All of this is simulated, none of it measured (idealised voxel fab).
Documented hereafter: the process module known as voxel capacitor over wiring.
Square cell edge 5 nm, section width 145 nm, ID cut.
Just so we're on the same page, the cross-sections are grids of square cells, and they're listed out in bands top to bottom, each band one or more rows deep.
Read a band's entry like this: the first values are the height of its top and the height of its bottom in nm, and what follows is the sequence of materials from left to right, each with its width in nm. Note that "air" is empty space, and that a single material marked "full width" reaches across the band from edge to edge.
For the purposes of this specification, 0 denotes the height below which the wafer in its as-received condition is composed wholly of one material, and the lowermost band, lacking a lower limit, extends downward without end, as expressed in "0 down".
You'd read "30 to 40" like this: the band's top row of cells is as wide as the first number, its bottom row is as wide as the second, and going down, every row changes width by the same amount as the row before did.
"same as before" (step): cross-section cells unchanged, all of them.
You'll see "Enclosed void inventory" listing empty spaces that have no way open to the top, as long as they're 8 cells or more; the notation is width x height at distance, where the distance is from the left edge, and all of it is in nm.
after a step's settings: what the simulator itself notes on the step
What "overlay nm" on a step's line means: if the step has a mask, that mask lay this far to the right of its planned place, or, when the value is negative, to the left.

[Process steps - plan]
step 1: RECEIVE | material Si
step 2: CONFORMAL_DEP | material SiO2 | thk nm 15
step 3: DIRECTIONAL_DEP | material TiN | thk nm 5
step 4: DIRECTIONAL_DEP | material W | thk nm 15
step 5: DIRECTIONAL_DEP | material aC | thk nm 10
step 6: PATTERN | tone cover | mask id METAL_1 | material resist | width nm 30 | pitch nm 85 | thk nm 30 | overlay nm 0
step 7: DIRECTIONAL_ETCH | etch materials aC | depth nm 10
step 8: STRIP | etch materials resist
step 9: DIRECTIONAL_ETCH | etch materials W | depth nm 15
step 10: DIRECTIONAL_ETCH | etch materials TiN | depth nm 5
step 11: STRIP | etch materials aC
step 12: FILL_DEP | material lowk | thk nm 5
step 13: CMP | height nm 35
step 14: CONFORMAL_DEP | material SiCN | thk nm 5
step 15: DIRECTIONAL_DEP | material lowk | thk nm 20
step 16: PATTERN | tone open | mask id PLUG_1 | material resist | width nm 15 | thk nm 15 | overlay nm 0
step 17: DIRECTIONAL_ETCH | etch materials lowk | depth nm 20
step 18: DIRECTIONAL_ETCH | etch materials SiCN | depth nm 5
step 19: STRIP | etch materials resist
step 20: EPI | material Ru | thk nm 10
step 21: EPI | material Ru | thk nm 10
step 22: EPI | material Ru | thk nm 5
step 23: DIRECTIONAL_DEP | material TiN | thk nm 5
step 24: DIRECTIONAL_DEP | material HfO2 | thk nm 5
step 25: DIRECTIONAL_DEP | material TiN | thk nm 10
step 26: MASKED_ETCH | tone cover | mask id UPPER_PLATE | width nm 60 | etch materials TiN | depth nm 10 | overlay nm 0
step 27: MASKED_ETCH | tone cover | mask id UPPER_PLATE | width nm 60 | etch materials HfO2 | depth nm 5 | overlay nm 0
step 28: DIRECTIONAL_DEP | material aC | thk nm 15
step 29: PATTERN | tone cover | mask id LOWER_PLATE | material resist | width nm 70 | thk nm 30 | overlay nm 0
step 30: DIRECTIONAL_ETCH | etch materials aC | depth nm 15
step 31: STRIP | etch materials resist
step 32: DIRECTIONAL_ETCH | etch materials TiN | depth nm 5
step 33: STRIP | etch materials aC
step 34: FILL_DEP | material SiO2 | thk nm 20
step 35: CMP | height nm 95
step 36: DIRECTIONAL_DEP | material aC | thk nm 15
step 37: PATTERN | tone open | mask id PLUG_2 | material resist | width nm 15 | thk nm 30 | overlay nm 0
step 38: DIRECTIONAL_ETCH | etch materials aC | depth nm 15
step 39: STRIP | etch materials resist
step 40: DIRECTIONAL_ETCH | etch materials SiO2 | depth nm 15
step 41: STRIP | etch materials aC
step 42: CONFORMAL_DEP | material TiN | thk nm 5
step 43: FILL_DEP | material Ru | thk nm 5
step 44: CMP | height nm 95
step 45: CONFORMAL_DEP | material SiCN | thk nm 5

[So, the first of our two wafers, run just as we planned it]

[Step 1 complete: cross-section of the wafer as received]
  0 down  Si full width
  Enclosed void inventory: none

[So this is the wafer cross-section right after step 2]
  15 to 0  SiO2 full width
  Note: structure below 0 unchanged.

[So this is the wafer cross-section right after step 3]
  20 to 15  TiN full width
  Note: structure below 15 unchanged.

[So this is the wafer cross-section right after step 4]
  35 to 20  W full width
  Note: structure below 20 unchanged.

[So this is the wafer cross-section right after step 5]
  45 to 35  aC full width
  Note: structure below 35 unchanged.

[So this is the wafer cross-section right after step 6]
  75 to 45  air 15  resist 30  air 55  resist 30  air 15
  Note: structure below 45 unchanged.

[So this is the wafer cross-section right after step 7]
  65 to 45  air 15  resist 30  air 55  resist 30  air 15
  45 to 35  air 15  aC 30  air 55  aC 30  air 15
  Note: structure below 35 unchanged.

[So this is the wafer cross-section right after step 8]
  45 to 35  air 15  aC 30  air 55  aC 30  air 15
  Note: structure below 35 unchanged.

[So this is the wafer cross-section right after step 9]
  45 to 35  air 15  aC 30  air 55  aC 30  air 15
  35 to 20  air 15  W 30  air 55  W 30  air 15
  Note: structure below 20 unchanged.

[So this is the wafer cross-section right after step 10]
  45 to 35  air 15  aC 30  air 55  aC 30  air 15
  35 to 20  air 15  W 30  air 55  W 30  air 15
  20 to 15  air 15  TiN 30  air 55  TiN 30  air 15
  Note: structure below 15 unchanged.

[So this is the wafer cross-section right after step 11]
  35 to 20  air 15  W 30  air 55  W 30  air 15
  Note: structure below 20 unchanged.

[So this is the wafer cross-section right after step 12]
  40 to 35  lowk full width
  35 to 20  lowk 15  W 30  lowk 55  W 30  lowk 15
  20 to 15  lowk 15  TiN 30  lowk 55  TiN 30  lowk 15
  Note: structure below 15 unchanged.

[So this is the wafer cross-section right after step 13]
  35 to 20  lowk 15  W 30  lowk 55  W 30  lowk 15
  Note: structure below 20 unchanged.

[So this is the wafer cross-section right after step 14]
  40 to 35  SiCN full width
  Note: structure below 35 unchanged.

[So this is the wafer cross-section right after step 15]
  60 to 40  lowk full width
  Note: structure below 40 unchanged.

[So this is the wafer cross-section right after step 16]
  75 to 60  resist 30  air 15  resist 100
  Note: structure below 60 unchanged.

[So this is the wafer cross-section right after step 17]
  75 to 60  resist 30  air 15  resist 100
  60 to 40  lowk 30  air 15  lowk 100
  Note: structure below 40 unchanged.

[So this is the wafer cross-section right after step 18]
  75 to 60  resist 30  air 15  resist 100
  60 to 40  lowk 30  air 15  lowk 100
  40 to 35  SiCN 30  air 15  SiCN 100
  Note: structure below 35 unchanged.

[So this is the wafer cross-section right after step 19]
  60 to 40  lowk 30  air 15  lowk 100
  Note: structure below 40 unchanged.

[So this is the wafer cross-section right after step 20]
  60 to 45  lowk 30  air 15  lowk 100
  45 to 40  lowk 30  Ru 15  lowk 100
  40 to 35  SiCN 30  Ru 15  SiCN 100
  Note: structure below 35 unchanged.

[So this is the wafer cross-section right after step 21]
  60 to 55  lowk 30  air 15  lowk 100
  55 to 40  lowk 30  Ru 15  lowk 100
  Note: structure below 40 unchanged.

[So this is the wafer cross-section right after step 22]
  60 to 40  lowk 30  Ru 15  lowk 100
  Note: structure below 40 unchanged.

[So this is the wafer cross-section right after step 23]
  65 to 60  TiN full width
  Note: structure below 60 unchanged.

[So this is the wafer cross-section right after step 24]
  70 to 65  HfO2 full width
  Note: structure below 65 unchanged.

[So this is the wafer cross-section right after step 25]
  80 to 70  TiN full width
  Note: structure below 70 unchanged.

[So this is the wafer cross-section right after step 26]
  80 to 70  air 30  TiN 60  air 55
  Note: structure below 70 unchanged.

[So this is the wafer cross-section right after step 27]
  80 to 70  air 30  TiN 60  air 55
  70 to 65  air 30  HfO2 60  air 55
  Note: structure below 65 unchanged.

[So this is the wafer cross-section right after step 28]
  95 to 80  air 30  aC 60  air 55
  80 to 70  aC 30  TiN 60  aC 55
  70 to 65  aC 30  HfO2 60  aC 55
  Note: structure below 65 unchanged.

[So this is the wafer cross-section right after step 29]
  125 to 95  air 25  resist 70  air 50
  95 to 80  air 25  resist 5  aC 60  resist 5  air 50
  Note: structure below 80 unchanged.

[So this is the wafer cross-section right after step 30]
  110 to 95  air 25  resist 70  air 50
  95 to 80  air 25  resist 5  aC 60  resist 5  air 50
  80 to 70  air 25  aC 5  TiN 60  aC 5  air 50
  70 to 65  air 25  aC 5  HfO2 60  aC 5  air 50
  Note: structure below 65 unchanged.

[So this is the wafer cross-section right after step 31]
  95 to 80  air 30  aC 60  air 55
  Note: structure below 80 unchanged.

[So this is the wafer cross-section right after step 32]
  95 to 80  air 30  aC 60  air 55
  80 to 70  air 25  aC 5  TiN 60  aC 5  air 50
  70 to 65  air 25  aC 5  HfO2 60  aC 5  air 50
  65 to 60  air 25  TiN 70  air 50
  Note: structure below 60 unchanged.

[So this is the wafer cross-section right after step 33]
  80 to 70  air 30  TiN 60  air 55
  70 to 65  air 30  HfO2 60  air 55
  Note: structure below 65 unchanged.

[So this is the wafer cross-section right after step 34]
  100 to 80  SiO2 full width
  80 to 70  SiO2 30  TiN 60  SiO2 55
  70 to 65  SiO2 30  HfO2 60  SiO2 55
  65 to 60  SiO2 25  TiN 70  SiO2 50
  Note: structure below 60 unchanged.

[So this is the wafer cross-section right after step 35]
  95 to 80  SiO2 full width
  Note: structure below 80 unchanged.

[So this is the wafer cross-section right after step 36]
  110 to 95  aC full width
  Note: structure below 95 unchanged.

[So this is the wafer cross-section right after step 37]
  140 to 110  resist 40  air 15  resist 90
  Note: structure below 110 unchanged.

[So this is the wafer cross-section right after step 38]
  125 to 110  resist 40  air 15  resist 90
  110 to 95  aC 40  air 15  aC 90
  Note: structure below 95 unchanged.

[So this is the wafer cross-section right after step 39]
  110 to 95  aC 40  air 15  aC 90
  Note: structure below 95 unchanged.

[So this is the wafer cross-section right after step 40]
  110 to 95  aC 40  air 15  aC 90
  95 to 80  SiO2 40  air 15  SiO2 90
  Note: structure below 80 unchanged.

[So this is the wafer cross-section right after step 41]
  95 to 80  SiO2 40  air 15  SiO2 90
  Note: structure below 80 unchanged.

[So this is the wafer cross-section right after step 42]
  100 to 95  TiN 45  air 5  TiN 95
  95 to 85  SiO2 40  TiN 5  air 5  TiN 5  SiO2 90
  85 to 80  SiO2 40  TiN 15  SiO2 90
  Note: structure below 80 unchanged.

[So this is the wafer cross-section right after step 43]
  105 to 100  Ru full width
  100 to 95  TiN 45  Ru 5  TiN 95
  95 to 85  SiO2 40  TiN 5  Ru 5  TiN 5  SiO2 90
  Note: structure below 85 unchanged.

[So this is the wafer cross-section right after step 44]
  95 to 85  SiO2 40  TiN 5  Ru 5  TiN 5  SiO2 90
  Note: structure below 85 unchanged.

[So this is the wafer cross-section right after step 45]
  100 to 95  SiCN full width
  Note: structure below 95 unchanged.

[The second wafer was prepared from the same starting point and under the same plan as the first; its processing contained one mistake, and it remains indistinguishable from the first wafer up to and including step 23]

[Cross-sectional view of the second wafer at the intended end time of process step 24]
  75 to 60  TiN full width
  Note: structure below 60 unchanged.

[Cross-sectional view of the second wafer at the intended end time of process step 25]
  80 to 75  HfO2 full width
  Note: structure below 75 unchanged.

Cross-sectional view of the second wafer at the intended end time of process step 26: same as before

[Cross-sectional view of the second wafer at the intended end time of process step 27]
  80 to 75  air 30  HfO2 60  air 55
  Note: structure below 75 unchanged.

[Cross-sectional view of the second wafer at the intended end time of process step 28]
  95 to 90  air 30  aC 60  air 55
  90 to 80  aC full width
  80 to 75  aC 30  HfO2 60  aC 55
  Note: structure below 75 unchanged.

[Cross-sectional view of the second wafer at the intended end time of process step 29]
  125 to 95  air 25  resist 70  air 50
  95 to 90  air 25  resist 5  aC 60  resist 5  air 50
  Note: structure below 90 unchanged.

[Cross-sectional view of the second wafer at the intended end time of process step 30]
  110 to 95  air 25  resist 70  air 50
  95 to 90  air 25  resist 5  aC 60  resist 5  air 50
  90 to 80  air 25  aC 70  air 50
  80 to 75  air 25  aC 5  HfO2 60  aC 5  air 50
  Note: structure below 75 unchanged.

[Cross-sectional view of the second wafer at the intended end time of process step 31]
  95 to 90  air 30  aC 60  air 55
  Note: structure below 90 unchanged.

[Cross-sectional view of the second wafer at the intended end time of process step 32]
  95 to 90  air 30  aC 60  air 55
  90 to 80  air 25  aC 70  air 50
  80 to 75  air 25  aC 5  HfO2 60  aC 5  air 50
  75 to 70  air 25  TiN 70  air 50
  Note: structure below 70 unchanged.

[Cross-sectional view of the second wafer at the intended end time of process step 33]
  80 to 75  air 30  HfO2 60  air 55
  Note: structure below 75 unchanged.

[Cross-sectional view of the second wafer at the intended end time of process step 34]
  100 to 80  SiO2 full width
  80 to 75  SiO2 30  HfO2 60  SiO2 55
  75 to 70  SiO2 25  TiN 70  SiO2 50
  Note: structure below 70 unchanged.

[Cross-sectional view of the second wafer at the intended end time of process step 35]
  95 to 80  SiO2 full width
  Note: structure below 80 unchanged.

[Cross-sectional view of the second wafer at the intended end time of process step 36]
  110 to 95  aC full width
  Note: structure below 95 unchanged.

[Cross-sectional view of the second wafer at the intended end time of process step 37]
  140 to 110  resist 40  air 15  resist 90
  Note: structure below 110 unchanged.

[Cross-sectional view of the second wafer at the intended end time of process step 38]
  125 to 110  resist 40  air 15  resist 90
  110 to 95  aC 40  air 15  aC 90
  Note: structure below 95 unchanged.

[Cross-sectional view of the second wafer at the intended end time of process step 39]
  110 to 95  aC 40  air 15  aC 90
  Note: structure below 95 unchanged.

[Cross-sectional view of the second wafer at the intended end time of process step 40]
  110 to 95  aC 40  air 15  aC 90
  95 to 80  SiO2 40  air 15  SiO2 90
  Note: structure below 80 unchanged.

[Cross-sectional view of the second wafer at the intended end time of process step 41]
  95 to 80  SiO2 40  air 15  SiO2 90
  Note: structure below 80 unchanged.

[Cross-sectional view of the second wafer at the intended end time of process step 42]
  100 to 95  TiN 45  air 5  TiN 95
  95 to 85  SiO2 40  TiN 5  air 5  TiN 5  SiO2 90
  85 to 80  SiO2 40  TiN 15  SiO2 90
  Note: structure below 80 unchanged.

[Cross-sectional view of the second wafer at the intended end time of process step 43]
  105 to 100  Ru full width
  100 to 95  TiN 45  Ru 5  TiN 95
  95 to 85  SiO2 40  TiN 5  Ru 5  TiN 5  SiO2 90
  Note: structure below 85 unchanged.

[Cross-sectional view of the second wafer at the intended end time of process step 44]
  95 to 85  SiO2 40  TiN 5  Ru 5  TiN 5  SiO2 90
  Note: structure below 85 unchanged.

[Cross-sectional view of the second wafer at the intended end time of process step 45]
  100 to 95  SiCN full width
  Note: structure below 95 unchanged.
Deviation from plan: steps 24 and 25 of the plan were each performed in the slot designated for the other
Counted in cells at the end, the second wafer holds more or fewer of these materials than the first: 34 fewer of SiO2, 34 more of TiN
